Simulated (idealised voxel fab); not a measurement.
process module | voxel transistor to metal
cross-section cut | 185 nm wide | cells 5 nm
A cross-section is a grid of square cells, given in bands from the top down. A band is one or more rows of cells.
Each band's line starts with the height of the band's top and of its bottom, in nm. Then come its materials from left to right, each with its width in nm. One material with "throughout" fills the band from edge to edge. "air" is empty space.
Height 0 is the level under which the wafer as received is all one material. The lowest band goes on downwards, as in "0 down".
A width such as "30 to 40" changes by the same amount from each row of cells to the next, from the band's top row to its bottom row.
"no change" after a step means that no cell of the cross-section changed.
closed voids: empty space of 8 cells or more with no open way to the top, each as width x height at its distance from the left edge, in nm
after a step's settings: what the simulator itself notes on the step
overlay nm, on a step with a mask: how far to the right of its planned place the mask lay; to the left if negative
Each pair below shows a cross-section before one step and the cross-section after it, down to the lowest band that changed. The line under each pair gives the step between them, with its settings. The pairs can come from different runs of this module on the same starting wafer, so a pair continues from the pair above only where its "before" says so.
before
  30 to 20: air 75 | SiN 5 | SiCN 25 | SiN 5 | air 75
  20 to 0: air 75 | SiN 5 | polySi 25 | SiN 5 | air 75
  0 to -5: air 75 | SiO2 35 | air 75
  -5 to -40: SiO2 55 | Si 85 | SiO2 45
  -40 down: Si throughout
  closed voids: none
after
  30 to 20: air 75 | SiN 5 | SiCN 25 | SiN 5 | air 75
  20 to 0: air 75 | SiN 5 | polySi 25 | SiN 5 | air 75
  0 to -5: air 75 | SiO2 35 | air 75
  -5 to -15: SiO2 55 | air 20 | Si 35 | air 30 | SiO2 45
  below -15: unchanged
  closed voids: none
the step between: op DIRECTIONAL_ETCH | etch materials Si | depth nm 10
before: the cross-section after the pair above
after
  30 to 20: air 75 | SiN 5 | SiCN 25 | SiN 5 | air 75
  20 to 5: air 75 | SiN 5 | polySi 25 | SiN 5 | air 75
  5 to 0: air 65 | SiGe 10 | SiN 5 | polySi 25 | SiN 5 | SiGe 10 | air 65
  0 to -5: air 65 | SiGe 10 | SiO2 35 | SiGe 10 | air 65
  -5 to -15: SiO2 55 | SiGe 20 | Si 35 | SiGe 30 | SiO2 45
  below -15: unchanged
  closed voids: none
the step between: op EPI | material SiGe | thk nm 10
before: the cross-section after the pair above
after
  40 to 30: SiO2 throughout
  30 to 20: SiO2 75 | SiN 5 | SiCN 25 | SiN 5 | SiO2 75
  20 to 5: SiO2 75 | SiN 5 | polySi 25 | SiN 5 | SiO2 75
  5 to 0: SiO2 65 | SiGe 10 | SiN 5 | polySi 25 | SiN 5 | SiGe 10 | SiO2 65
  0 to -5: SiO2 65 | SiGe 10 | SiO2 35 | SiGe 10 | SiO2 65
  below -5: unchanged
  closed voids: none
the step between: op FILL_DEP | material SiO2 | thk nm 10
before: the cross-section after the pair above
after
  20 to 5: SiO2 75 | SiN 5 | polySi 25 | SiN 5 | SiO2 75
  below 5: unchanged
  closed voids: none
the step between: op CMP | height nm 20
before: the cross-section after the pair above
after
  20 to 5: SiO2 75 | SiN 5 | air 25 | SiN 5 | SiO2 75
  5 to 0: SiO2 65 | SiGe 10 | SiN 5 | air 25 | SiN 5 | SiGe 10 | SiO2 65
  below 0: unchanged
  closed voids: none
the step between: op STRIP | etch materials polySi
before: the cross-section after the pair above
after
  20 to 15: air 75 | SiN 5 | air 25 | SiN 5 | air 75
  15 to 5: SiO2 75 | SiN 5 | air 25 | SiN 5 | SiO2 75
  5 to 0: SiO2 65 | SiGe 10 | SiN 5 | air 25 | SiN 5 | SiGe 10 | SiO2 65
  0 to -5: SiO2 65 | SiGe 10 | air 35 | SiGe 10 | SiO2 65
  below -5: unchanged
  closed voids: none
the step between: op SELECTIVE_ETCH | etch materials SiO2 | depth nm 5
before: the cross-section after the pair above
after
  25 to 20: air 70 | HfO2 15 | air 15 | HfO2 15 | air 70
  20 to 15: HfO2 75 | SiN 5 | HfO2 5 | air 15 | HfO2 5 | SiN 5 | HfO2 75
  15 to 5: SiO2 75 | SiN 5 | HfO2 5 | air 15 | HfO2 5 | SiN 5 | SiO2 75
  5 to 0: SiO2 65 | SiGe 10 | SiN 5 | HfO2 5 | air 15 | HfO2 5 | SiN 5 | SiGe 10 | SiO2 65
  0 to -5: SiO2 65 | SiGe 10 | HfO2 35 | SiGe 10 | SiO2 65
  below -5: unchanged
  closed voids: none
the step between: op CONFORMAL_DEP | material HfO2 | thk nm 5
before: the cross-section after the pair above
after
  30 to 25: air 65 | TiN 25 | air 5 | TiN 25 | air 65
  25 to 20: TiN 70 | HfO2 15 | TiN 5 | air 5 | TiN 5 | HfO2 15 | TiN 70
  20 to 15: HfO2 75 | SiN 5 | HfO2 5 | TiN 5 | air 5 | TiN 5 | HfO2 5 | SiN 5 | HfO2 75
  15 to 5: SiO2 75 | SiN 5 | HfO2 5 | TiN 5 | air 5 | TiN 5 | HfO2 5 | SiN 5 | SiO2 75
  5 to 0: SiO2 65 | SiGe 10 | SiN 5 | HfO2 5 | TiN 15 | HfO2 5 | SiN 5 | SiGe 10 | SiO2 65
  below 0: unchanged
  closed voids: none
the step between: op CONFORMAL_DEP | material TiN | thk nm 5
before: the cross-section after the pair above
after
  40 to 30: W throughout
  30 to 25: W 65 | TiN 25 | W 5 | TiN 25 | W 65
  25 to 20: TiN 70 | HfO2 15 | TiN 5 | W 5 | TiN 5 | HfO2 15 | TiN 70
  20 to 15: HfO2 75 | SiN 5 | HfO2 5 | TiN 5 | W 5 | TiN 5 | HfO2 5 | SiN 5 | HfO2 75
  15 to 5: SiO2 75 | SiN 5 | HfO2 5 | TiN 5 | W 5 | TiN 5 | HfO2 5 | SiN 5 | SiO2 75
  below 5: unchanged
  closed voids: none
the step between: op FILL_DEP | material W | thk nm 10
before: the cross-section after the pair above
after
  15 to 5: SiO2 75 | SiN 5 | HfO2 5 | TiN 5 | W 5 | TiN 5 | HfO2 5 | SiN 5 | SiO2 75
  below 5: unchanged
  closed voids: none
the step between: op CMP | height nm 15
before: the cross-section after the pair above
after
  30 to 15: SiO2 throughout
  below 15: unchanged
  closed voids: none
the step between: op DIRECTIONAL_DEP | material SiO2 | thk nm 15
before: the cross-section after the pair above
after
  45 to 30: aC throughout
  below 30: unchanged
  closed voids: none
the step between: op DIRECTIONAL_DEP | material aC | thk nm 15
before: the cross-section after the pair above
after
  80 to 45: resist 50 | air 15 | resist 55 | air 15 | resist 50
  below 45: unchanged
  closed voids: none
the step between: op PATTERN | tone open | mask id CONTACT | material resist | width nm 15 | pitch nm 70 | thk nm 35 | overlay nm 0
before: the cross-section after the pair above
after
  65 to 45: resist 50 | air 15 | resist 55 | air 15 | resist 50
  45 to 30: aC 50 | air 15 | aC 55 | air 15 | aC 50
  below 30: unchanged
  closed voids: none
the step between: op DIRECTIONAL_ETCH | etch materials aC | depth nm 15
before: the cross-section after the pair above
after
  45 to 30: aC 50 | air 15 | aC 55 | air 15 | aC 50
  below 30: unchanged
  closed voids: none
the step between: op STRIP | etch materials resist
before: the cross-section after the pair above
after
  45 to 30: aC 50 | air 15 | aC 55 | air 15 | aC 50
  30 to 15: SiO2 50 | air 15 | SiO2 55 | air 15 | SiO2 50
  15 to 5: SiO2 50 | air 15 | SiO2 10 | SiN 5 | HfO2 5 | TiN 5 | W 5 | TiN 5 | HfO2 5 | SiN 5 | SiO2 10 | air 15 | SiO2 50
  5 to 0: SiO2 50 | air 15 | SiGe 10 | SiN 5 | HfO2 5 | TiN 15 | HfO2 5 | SiN 5 | SiGe 10 | air 15 | SiO2 50
  0 to -5: SiO2 50 | air 15 | SiGe 10 | HfO2 35 | SiGe 10 | air 15 | SiO2 50
  below -5: unchanged
  closed voids: none
the step between: op DIRECTIONAL_ETCH | etch materials SiO2 | depth nm 35
before: the cross-section after the pair above
after
  30 to 15: SiO2 50 | air 15 | SiO2 55 | air 15 | SiO2 50
  below 15: unchanged
  closed voids: none
the step between: op STRIP | etch materials aC
before: the cross-section after the pair above
after
  35 to 30: TiN 55 | air 5 | TiN 65 | air 5 | TiN 55
  30 to 15: SiO2 50 | TiN 5 | air 5 | TiN 5 | SiO2 55 | TiN 5 | air 5 | TiN 5 | SiO2 50
  15 to 5: SiO2 50 | TiN 5 | air 5 | TiN 5 | SiO2 10 | SiN 5 | HfO2 5 | TiN 5 | W 5 | TiN 5 | HfO2 5 | SiN 5 | SiO2 10 | TiN 5 | air 5 | TiN 5 | SiO2 50
  5 to 0: SiO2 50 | TiN 5 | air 5 | TiN 5 | SiGe 10 | SiN 5 | HfO2 5 | TiN 15 | HfO2 5 | SiN 5 | SiGe 10 | TiN 5 | air 5 | TiN 5 | SiO2 50
  0 to -5: SiO2 50 | TiN 15 | SiGe 10 | HfO2 35 | SiGe 10 | TiN 15 | SiO2 50
  below -5: unchanged
  closed voids: none
the step between: op CONFORMAL_DEP | material TiN | thk nm 5
before: the cross-section after the pair above
after
  45 to 35: W throughout
  35 to 30: TiN 55 | W 5 | TiN 65 | W 5 | TiN 55
  30 to 15: SiO2 50 | TiN 5 | W 5 | TiN 5 | SiO2 55 | TiN 5 | W 5 | TiN 5 | SiO2 50
  15 to 5: SiO2 50 | TiN 5 | W 5 | TiN 5 | SiO2 10 | SiN 5 | HfO2 5 | TiN 5 | W 5 | TiN 5 | HfO2 5 | SiN 5 | SiO2 10 | TiN 5 | W 5 | TiN 5 | SiO2 50
  5 to 0: SiO2 50 | TiN 5 | W 5 | TiN 5 | SiGe 10 | SiN 5 | HfO2 5 | TiN 15 | HfO2 5 | SiN 5 | SiGe 10 | TiN 5 | W 5 | TiN 5 | SiO2 50
  below 0: unchanged
  closed voids: none
the step between: op FILL_DEP | material W | thk nm 10
before: the cross-section after the pair above
after
  30 to 15: SiO2 50 | TiN 5 | W 5 | TiN 5 | SiO2 55 | TiN 5 | W 5 | TiN 5 | SiO2 50
  below 15: unchanged
  closed voids: none
the step between: op CMP | height nm 30
before: the cross-section after the pair above
after
  35 to 30: TiN throughout
  below 30: unchanged
  closed voids: none
the step between: op DIRECTIONAL_DEP | material TiN | thk nm 5
before: the cross-section after the pair above
after
  60 to 35: W throughout
  below 35: unchanged
  closed voids: none
the step between: op DIRECTIONAL_DEP | material W | thk nm 25
before: the cross-section after the pair above
after
  60 to 35: air 50 | W 15 | air 55 | W 15 | air 50
  below 35: unchanged
  closed voids: none
the step between: op MASKED_ETCH | tone cover | mask id METAL_1 | width nm 15 | pitch nm 70 | etch materials W | depth nm 25 | overlay nm 0
before: the cross-section after the pair above
after
  60 to 35: air 50 | W 15 | air 55 | W 15 | air 50
  35 to 30: air 50 | TiN 15 | air 55 | TiN 15 | air 50
  below 30: unchanged
  closed voids: none
the step between: op MASKED_ETCH | tone cover | mask id METAL_1 | width nm 15 | pitch nm 70 | etch materials TiN | depth nm 5 | overlay nm 0
before: the cross-section after the pair above
after
  65 to 60: air 45 | SiN 25 | air 45 | SiN 25 | air 45
  60 to 35: air 45 | SiN 5 | W 15 | SiN 5 | air 45 | SiN 5 | W 15 | SiN 5 | air 45
  35 to 30: SiN 50 | TiN 15 | SiN 55 | TiN 15 | SiN 50
  below 30: unchanged
  closed voids: none
the step between: op CONFORMAL_DEP | material SiN | thk nm 5
before: the cross-section after the pair above
after
  75 to 65: SiO2 throughout
  65 to 60: SiO2 45 | SiN 25 | SiO2 45 | SiN 25 | SiO2 45
  60 to 35: SiO2 45 | SiN 5 | W 15 | SiN 5 | SiO2 45 | SiN 5 | W 15 | SiN 5 | SiO2 45
  below 35: unchanged
  closed voids: none
the step between: op FILL_DEP | material SiO2 | thk nm 10
before: the cross-section after the pair above
after
  60 to 35: SiO2 45 | SiN 5 | W 15 | SiN 5 | SiO2 45 | SiN 5 | W 15 | SiN 5 | SiO2 45
  below 35: unchanged
  closed voids: none
the step between: op CMP | height nm 60
before: the cross-section after the pair above
after
  65 to 60: SiCN throughout
  below 60: unchanged
  closed voids: none
the step between: op CONFORMAL_DEP | material SiCN | thk nm 5
before
  20 to 15: air 75 | SiN 5 | air 25 | SiN 5 | air 75
  15 to 5: SiO2 75 | SiN 5 | air 25 | SiN 5 | SiO2 75
  5 to 0: SiO2 65 | SiGe 10 | SiN 5 | air 25 | SiN 5 | SiGe 10 | SiO2 65
  0 to -5: SiO2 65 | SiGe 10 | air 35 | SiGe 10 | SiO2 65
  -5 to -15: SiO2 50 | SiGe 25 | Si 35 | SiGe 25 | SiO2 50
  -15 to -40: SiO2 50 | Si 85 | SiO2 50
  -40 down: Si throughout
  closed voids: none
after
  25 to 20: air 70 | SiO2 15 | air 15 | SiO2 15 | air 70
  20 to 5: SiO2 75 | SiN 5 | SiO2 5 | air 15 | SiO2 5 | SiN 5 | SiO2 75
  5 to 0: SiO2 65 | SiGe 10 | SiN 5 | SiO2 5 | air 15 | SiO2 5 | SiN 5 | SiGe 10 | SiO2 65
  0 to -5: SiO2 65 | SiGe 10 | SiO2 35 | SiGe 10 | SiO2 65
  below -5: unchanged
  closed voids: none
the step between: op CONFORMAL_DEP | material SiO2 | thk nm 5
before: the cross-section after the pair above
after
  30 to 25: air 65 | TiN 25 | air 5 | TiN 25 | air 65
  25 to 20: TiN 70 | SiO2 15 | TiN 5 | air 5 | TiN 5 | SiO2 15 | TiN 70
  20 to 5: SiO2 75 | SiN 5 | SiO2 5 | TiN 5 | air 5 | TiN 5 | SiO2 5 | SiN 5 | SiO2 75
  5 to 0: SiO2 65 | SiGe 10 | SiN 5 | SiO2 5 | TiN 15 | SiO2 5 | SiN 5 | SiGe 10 | SiO2 65
  below 0: unchanged
  closed voids: none
the step between: op CONFORMAL_DEP | material TiN | thk nm 5
before: the cross-section after the pair above
after
  40 to 30: W throughout
  30 to 25: W 65 | TiN 25 | W 5 | TiN 25 | W 65
  25 to 20: TiN 70 | SiO2 15 | TiN 5 | W 5 | TiN 5 | SiO2 15 | TiN 70
  20 to 5: SiO2 75 | SiN 5 | SiO2 5 | TiN 5 | W 5 | TiN 5 | SiO2 5 | SiN 5 | SiO2 75
  below 5: unchanged
  closed voids: none
the step between: op FILL_DEP | material W | thk nm 10
before: the cross-section after the pair above
after
  15 to 5: SiO2 75 | SiN 5 | SiO2 5 | TiN 5 | W 5 | TiN 5 | SiO2 5 | SiN 5 | SiO2 75
  below 5: unchanged
  closed voids: none
the step between: op CMP | height nm 15
before: the cross-section after the pair above
after
  30 to 15: SiO2 throughout
  below 15: unchanged
  closed voids: none
the step between: op DIRECTIONAL_DEP | material SiO2 | thk nm 15
before: the cross-section after the pair above
after
  45 to 30: aC throughout
  below 30: unchanged
  closed voids: none
the step between: op DIRECTIONAL_DEP | material aC | thk nm 15
before: the cross-section after the pair above
after
  80 to 45: resist 50 | air 15 | resist 55 | air 15 | resist 50
  below 45: unchanged
  closed voids: none
the step between: op PATTERN | tone open | mask id CONTACT | material resist | width nm 15 | pitch nm 70 | thk nm 35 | overlay nm 0
before: the cross-section after the pair above
after
  65 to 45: resist 50 | air 15 | resist 55 | air 15 | resist 50
  45 to 30: aC 50 | air 15 | aC 55 | air 15 | aC 50
  below 30: unchanged
  closed voids: none
the step between: op DIRECTIONAL_ETCH | etch materials aC | depth nm 15
before: the cross-section after the pair above
after
  45 to 30: aC 50 | air 15 | aC 55 | air 15 | aC 50
  below 30: unchanged
  closed voids: none
the step between: op STRIP | etch materials resist
before: the cross-section after the pair above
after
  45 to 30: aC 50 | air 15 | aC 55 | air 15 | aC 50
  30 to 15: SiO2 50 | air 15 | SiO2 55 | air 15 | SiO2 50
  15 to 5: SiO2 50 | air 15 | SiO2 10 | SiN 5 | SiO2 5 | TiN 5 | W 5 | TiN 5 | SiO2 5 | SiN 5 | SiO2 10 | air 15 | SiO2 50
  5 to 0: SiO2 50 | air 15 | SiGe 10 | SiN 5 | SiO2 5 | TiN 15 | SiO2 5 | SiN 5 | SiGe 10 | air 15 | SiO2 50
  0 to -5: SiO2 50 | air 15 | SiGe 10 | SiO2 35 | SiGe 10 | air 15 | SiO2 50
  below -5: unchanged
  closed voids: none
the step between: op DIRECTIONAL_ETCH | etch materials SiO2 | depth nm 35
before: the cross-section after the pair above
after
  30 to 15: SiO2 50 | air 15 | SiO2 55 | air 15 | SiO2 50
  below 15: unchanged
  closed voids: none
the step between: op STRIP | etch materials aC
before: the cross-section after the pair above
after
  35 to 30: TiN 55 | air 5 | TiN 65 | air 5 | TiN 55
  30 to 15: SiO2 50 | TiN 5 | air 5 | TiN 5 | SiO2 55 | TiN 5 | air 5 | TiN 5 | SiO2 50
  15 to 5: SiO2 50 | TiN 5 | air 5 | TiN 5 | SiO2 10 | SiN 5 | SiO2 5 | TiN 5 | W 5 | TiN 5 | SiO2 5 | SiN 5 | SiO2 10 | TiN 5 | air 5 | TiN 5 | SiO2 50
  5 to 0: SiO2 50 | TiN 5 | air 5 | TiN 5 | SiGe 10 | SiN 5 | SiO2 5 | TiN 15 | SiO2 5 | SiN 5 | SiGe 10 | TiN 5 | air 5 | TiN 5 | SiO2 50
  0 to -5: SiO2 50 | TiN 15 | SiGe 10 | SiO2 35 | SiGe 10 | TiN 15 | SiO2 50
  below -5: unchanged
  closed voids: none
the step between: op CONFORMAL_DEP | material TiN | thk nm 5
before: the cross-section after the pair above
after
  45 to 35: W throughout
  35 to 30: TiN 55 | W 5 | TiN 65 | W 5 | TiN 55
  30 to 15: SiO2 50 | TiN 5 | W 5 | TiN 5 | SiO2 55 | TiN 5 | W 5 | TiN 5 | SiO2 50
  15 to 5: SiO2 50 | TiN 5 | W 5 | TiN 5 | SiO2 10 | SiN 5 | SiO2 5 | TiN 5 | W 5 | TiN 5 | SiO2 5 | SiN 5 | SiO2 10 | TiN 5 | W 5 | TiN 5 | SiO2 50
  5 to 0: SiO2 50 | TiN 5 | W 5 | TiN 5 | SiGe 10 | SiN 5 | SiO2 5 | TiN 15 | SiO2 5 | SiN 5 | SiGe 10 | TiN 5 | W 5 | TiN 5 | SiO2 50
  below 0: unchanged
  closed voids: none
the step between: op FILL_DEP | material W | thk nm 10
before: the cross-section after the pair above
after
  30 to 15: SiO2 50 | TiN 5 | W 5 | TiN 5 | SiO2 55 | TiN 5 | W 5 | TiN 5 | SiO2 50
  below 15: unchanged
  closed voids: none
the step between: op CMP | height nm 30
before: the cross-section after the pair above
after
  35 to 30: TiN throughout
  below 30: unchanged
  closed voids: none
the step between: op DIRECTIONAL_DEP | material TiN | thk nm 5
before: the cross-section after the pair above
after
  60 to 35: W throughout
  below 35: unchanged
  closed voids: none
the step between: op DIRECTIONAL_DEP | material W | thk nm 25
before: the cross-section after the pair above
after
  60 to 35: air 50 | W 15 | air 55 | W 15 | air 50
  below 35: unchanged
  closed voids: none
the step between: op MASKED_ETCH | tone cover | mask id METAL_1 | width nm 15 | pitch nm 70 | etch materials W | depth nm 25 | overlay nm 0
before: the cross-section after the pair above
after
  60 to 35: air 50 | W 15 | air 55 | W 15 | air 50
  35 to 30: air 50 | TiN 15 | air 55 | TiN 15 | air 50
  below 30: unchanged
  closed voids: none
the step between: op MASKED_ETCH | tone cover | mask id METAL_1 | width nm 15 | pitch nm 70 | etch materials TiN | depth nm 5 | overlay nm 0
before: the cross-section after the pair above
after
  65 to 60: air 45 | SiN 25 | air 45 | SiN 25 | air 45
  60 to 35: air 45 | SiN 5 | W 15 | SiN 5 | air 45 | SiN 5 | W 15 | SiN 5 | air 45
  35 to 30: SiN 50 | TiN 15 | SiN 55 | TiN 15 | SiN 50
  below 30: unchanged
  closed voids: none
the step between: op CONFORMAL_DEP | material SiN | thk nm 5
before: the cross-section after the pair above
after
  75 to 65: SiO2 throughout
  65 to 60: SiO2 45 | SiN 25 | SiO2 45 | SiN 25 | SiO2 45
  60 to 35: SiO2 45 | SiN 5 | W 15 | SiN 5 | SiO2 45 | SiN 5 | W 15 | SiN 5 | SiO2 45
  below 35: unchanged
  closed voids: none
the step between: op FILL_DEP | material SiO2 | thk nm 10
before: the cross-section after the pair above
after
  60 to 35: SiO2 45 | SiN 5 | W 15 | SiN 5 | SiO2 45 | SiN 5 | W 15 | SiN 5 | SiO2 45
  below 35: unchanged
  closed voids: none
the step between: op CMP | height nm 60
before: the cross-section after the pair above
after
  65 to 60: SiCN throughout
  below 60: unchanged
  closed voids: none
the step between: op CONFORMAL_DEP | material SiCN | thk nm 5
before
  35 to 20: aC throughout
  20 to 5: SiN throughout
  5 to 0: SiO2 throughout
  0 down: Si throughout
  closed voids: none
after
  65 to 35: resist 45 | air 95 | resist 45
  below 35: unchanged
  closed voids: none
the step between: op PATTERN | tone open | mask id ACTIVE | material resist | width nm 95 | thk nm 30 | overlay nm 0
before: the cross-section after the pair above
after
  50 to 35: resist 45 | air 95 | resist 45
  35 to 20: aC 45 | air 95 | aC 45
  below 20: unchanged
  closed voids: none
the step between: op DIRECTIONAL_ETCH | etch materials aC | depth nm 15
before: the cross-section after the pair above
after
  35 to 20: aC 45 | air 95 | aC 45
  below 20: unchanged
  closed voids: none
the step between: op STRIP | etch materials resist
before: the cross-section after the pair above
after
  35 to 20: aC 45 | air 95 | aC 45
  20 to 5: SiN 45 | air 95 | SiN 45
  below 5: unchanged
  closed voids: none
the step between: op DIRECTIONAL_ETCH | etch materials SiN | depth nm 15
before: the cross-section after the pair above
after
  35 to 20: aC 45 | air 95 | aC 45
  20 to 5: SiN 45 | air 95 | SiN 45
  5 to 0: SiO2 45 | air 95 | SiO2 45
  below 0: unchanged
  closed voids: none
the step between: op DIRECTIONAL_ETCH | etch materials SiO2 | depth nm 5
before: the cross-section after the pair above
after
  35 to 20: aC 45 | air 95 | aC 45
  20 to 5: SiN 45 | air 95 | SiN 45
  5 to 0: SiO2 45 | air 95 | SiO2 45
  0 to -35: Si 45 | air 95 | Si 45
  below -35: unchanged
  closed voids: none
the step between: op DIRECTIONAL_ETCH | etch materials Si | depth nm 35
before: the cross-section after the pair above
after
  20 to 5: SiN 45 | air 95 | SiN 45
  below 5: unchanged
  closed voids: none
the step between: op STRIP | etch materials aC
before: the cross-section after the pair above
after
  20 to 5: SiN 45 | air 95 | SiN 45
  5 to 0: SiO2 45 | air 95 | SiO2 45
  0 to -35: Si 40 | SiO2 5 | air 95 | SiO2 5 | Si 40
  -35 to -40: Si 40 | SiO2 105 | Si 40
  below -40: unchanged
  closed voids: none
the step between: op OXIDIZE | depth nm 5
before: the cross-section after the pair above
after
  30 to 20: SiO2 throughout
  20 to 5: SiN 45 | SiO2 95 | SiN 45
  5 to 0: SiO2 throughout
  0 to -40: Si 40 | SiO2 105 | Si 40
  below -40: unchanged
  closed voids: none
the step between: op FILL_DEP | material SiO2 | thk nm 10
before: the cross-section after the pair above
after
  20 to 5: SiN 45 | SiO2 95 | SiN 45
  below 5: unchanged
  closed voids: none
the step between: op CMP | height nm 20
before: the cross-section after the pair above
after
  20 to 5: SiN 45 | air 95 | SiN 45
  below 5: unchanged
  closed voids: none
the step between: op SELECTIVE_ETCH | etch materials SiO2 | depth nm 15
before: the cross-section after the pair above
after
  5 to 0: SiO2 throughout
  below 0: unchanged
  closed voids: none
the step between: op STRIP | etch materials SiN
before: the cross-section after the pair above
after
  0 to -40: Si 40 | SiO2 105 | Si 40
  below -40: unchanged
  closed voids: none
the step between: op SELECTIVE_ETCH | etch materials SiO2 | depth nm 5
before: the cross-section after the pair above
after
  0 to -5: SiO2 throughout
  below -5: unchanged
  closed voids: none
the step between: op OXIDIZE | depth nm 5
before: the cross-section after the pair above
after
  20 to 0: polySi throughout
  below 0: unchanged
  closed voids: none
the step between: op DIRECTIONAL_DEP | material polySi | thk nm 20
before: the cross-section after the pair above
after
  30 to 20: SiCN throughout
  below 20: unchanged
  closed voids: none
the step between: op DIRECTIONAL_DEP | material SiCN | thk nm 10
before: the cross-section after the pair above
after
  30 to 20: air 80 | SiCN 25 | air 80
  below 20: unchanged
  closed voids: none
the step between: op MASKED_ETCH | tone cover | mask id GATE | width nm 25 | etch materials SiCN | depth nm 20 | overlay nm 0
before: the cross-section after the pair above
after
  30 to 20: air 80 | SiCN 25 | air 80
  20 to 0: air 80 | polySi 25 | air 80
  below 0: unchanged
  closed voids: none
the step between: op MASKED_ETCH | tone cover | mask id GATE | width nm 25 | etch materials polySi | depth nm 30 | overlay nm 0
before: the cross-section after the pair above
after
  35 to 30: air 75 | SiN 35 | air 75
  30 to 20: air 75 | SiN 5 | SiCN 25 | SiN 5 | air 75
  20 to 5: air 75 | SiN 5 | polySi 25 | SiN 5 | air 75
  5 to 0: SiN 80 | polySi 25 | SiN 80
  below 0: unchanged
  closed voids: none
the step between: op CONFORMAL_DEP | material SiN | thk nm 5
before: the cross-section after the pair above
after
  30 to 20: air 75 | SiN 5 | SiCN 25 | SiN 5 | air 75
  20 to 0: air 75 | SiN 5 | polySi 25 | SiN 5 | air 75
  below 0: unchanged
  closed voids: none
the step between: op DIRECTIONAL_ETCH | etch materials SiN | depth nm 5
before: the cross-section after the pair above
after
  30 to 20: air 75 | SiN 5 | SiCN 25 | SiN 5 | air 75
  20 to 0: air 75 | SiN 5 | polySi 25 | SiN 5 | air 75
  0 to -5: air 75 | SiO2 35 | air 75
  below -5: unchanged
  closed voids: none
the step between: op DIRECTIONAL_ETCH | etch materials SiO2 | depth nm 5
before: the cross-section after the pair above
after
  30 to 20: air 75 | SiN 5 | SiCN 25 | SiN 5 | air 75
  20 to 0: air 75 | SiN 5 | polySi 25 | SiN 5 | air 75
  0 to -5: air 75 | SiO2 35 | air 75
  -5 to -15: air 40 | SiO2 105 | air 40
  below -15: unchanged
  closed voids: none
the step between: op DIRECTIONAL_ETCH | etch materials Si | depth nm 10
before: the cross-section after the pair above
after
  30 to 20: air 75 | SiN 5 | SiCN 25 | SiN 5 | air 75
  20 to 0: air 75 | SiN 5 | polySi 25 | SiN 5 | air 75
  0 to -5: air 75 | SiO2 35 | air 75
  -5 to -15: SiGe 40 | SiO2 105 | SiGe 40
  below -15: unchanged
  closed voids: none
the step between: op EPI | material SiGe | thk nm 10
before: the cross-section after the pair above
after
  40 to 30: SiO2 throughout
  30 to 20: SiO2 75 | SiN 5 | SiCN 25 | SiN 5 | SiO2 75
  20 to 0: SiO2 75 | SiN 5 | polySi 25 | SiN 5 | SiO2 75
  0 to -5: SiO2 throughout
  below -5: unchanged
  closed voids: none
the step between: op FILL_DEP | material SiO2 | thk nm 10
before: the cross-section after the pair above
after
  20 to 0: SiO2 75 | SiN 5 | polySi 25 | SiN 5 | SiO2 75
  below 0: unchanged
  closed voids: none
the step between: op CMP | height nm 20
before: the cross-section after the pair above
after
  20 to 0: SiO2 75 | SiN 5 | air 25 | SiN 5 | SiO2 75
  below 0: unchanged
  closed voids: none
the step between: op STRIP | etch materials polySi
before: the cross-section after the pair above
after
  20 to 15: air 75 | SiN 5 | air 25 | SiN 5 | air 75
  15 to 0: SiO2 75 | SiN 5 | air 25 | SiN 5 | SiO2 75
  0 to -5: SiO2 75 | air 35 | SiO2 75
  below -5: unchanged
  closed voids: none
the step between: op SELECTIVE_ETCH | etch materials SiO2 | depth nm 5
before: the cross-section after the pair above
after
  25 to 20: air 70 | HfO2 15 | air 15 | HfO2 15 | air 70
  20 to 15: HfO2 75 | SiN 5 | HfO2 5 | air 15 | HfO2 5 | SiN 5 | HfO2 75
  15 to 0: SiO2 75 | SiN 5 | HfO2 5 | air 15 | HfO2 5 | SiN 5 | SiO2 75
  0 to -5: SiO2 75 | HfO2 35 | SiO2 75
  below -5: unchanged
  closed voids: none
the step between: op CONFORMAL_DEP | material HfO2 | thk nm 5
before: the cross-section after the pair above
after
  30 to 25: air 65 | TiN 25 | air 5 | TiN 25 | air 65
  25 to 20: TiN 70 | HfO2 15 | TiN 5 | air 5 | TiN 5 | HfO2 15 | TiN 70
  20 to 15: HfO2 75 | SiN 5 | HfO2 5 | TiN 5 | air 5 | TiN 5 | HfO2 5 | SiN 5 | HfO2 75
  15 to 5: SiO2 75 | SiN 5 | HfO2 5 | TiN 5 | air 5 | TiN 5 | HfO2 5 | SiN 5 | SiO2 75
  5 to 0: SiO2 75 | SiN 5 | HfO2 5 | TiN 15 | HfO2 5 | SiN 5 | SiO2 75
  below 0: unchanged
  closed voids: none
the step between: op CONFORMAL_DEP | material TiN | thk nm 5
before: the cross-section after the pair above
after
  40 to 30: W throughout
  30 to 25: W 65 | TiN 25 | W 5 | TiN 25 | W 65
  25 to 20: TiN 70 | HfO2 15 | TiN 5 | W 5 | TiN 5 | HfO2 15 | TiN 70
  20 to 15: HfO2 75 | SiN 5 | HfO2 5 | TiN 5 | W 5 | TiN 5 | HfO2 5 | SiN 5 | HfO2 75
  15 to 5: SiO2 75 | SiN 5 | HfO2 5 | TiN 5 | W 5 | TiN 5 | HfO2 5 | SiN 5 | SiO2 75
  below 5: unchanged
  closed voids: none
the step between: op FILL_DEP | material W | thk nm 10
before: the cross-section after the pair above
after
  15 to 5: SiO2 75 | SiN 5 | HfO2 5 | TiN 5 | W 5 | TiN 5 | HfO2 5 | SiN 5 | SiO2 75
  below 5: unchanged
  closed voids: none
the step between: op CMP | height nm 15
before: the cross-section after the pair above
after
  30 to 15: SiO2 throughout
  below 15: unchanged
  closed voids: none
the step between: op DIRECTIONAL_DEP | material SiO2 | thk nm 15
before: the cross-section after the pair above
after
  45 to 30: aC throughout
  below 30: unchanged
  closed voids: none
the step between: op DIRECTIONAL_DEP | material aC | thk nm 15
before: the cross-section after the pair above
after
  80 to 45: resist 50 | air 15 | resist 55 | air 15 | resist 50
  below 45: unchanged
  closed voids: none
the step between: op PATTERN | tone open | mask id CONTACT | material resist | width nm 15 | pitch nm 70 | thk nm 35 | overlay nm 0
before: the cross-section after the pair above
after
  65 to 45: resist 50 | air 15 | resist 55 | air 15 | resist 50
  45 to 30: aC 50 | air 15 | aC 55 | air 15 | aC 50
  below 30: unchanged
  closed voids: none
the step between: op DIRECTIONAL_ETCH | etch materials aC | depth nm 15
before: the cross-section after the pair above
after
  45 to 30: aC 50 | air 15 | aC 55 | air 15 | aC 50
  below 30: unchanged
  closed voids: none
the step between: op STRIP | etch materials resist
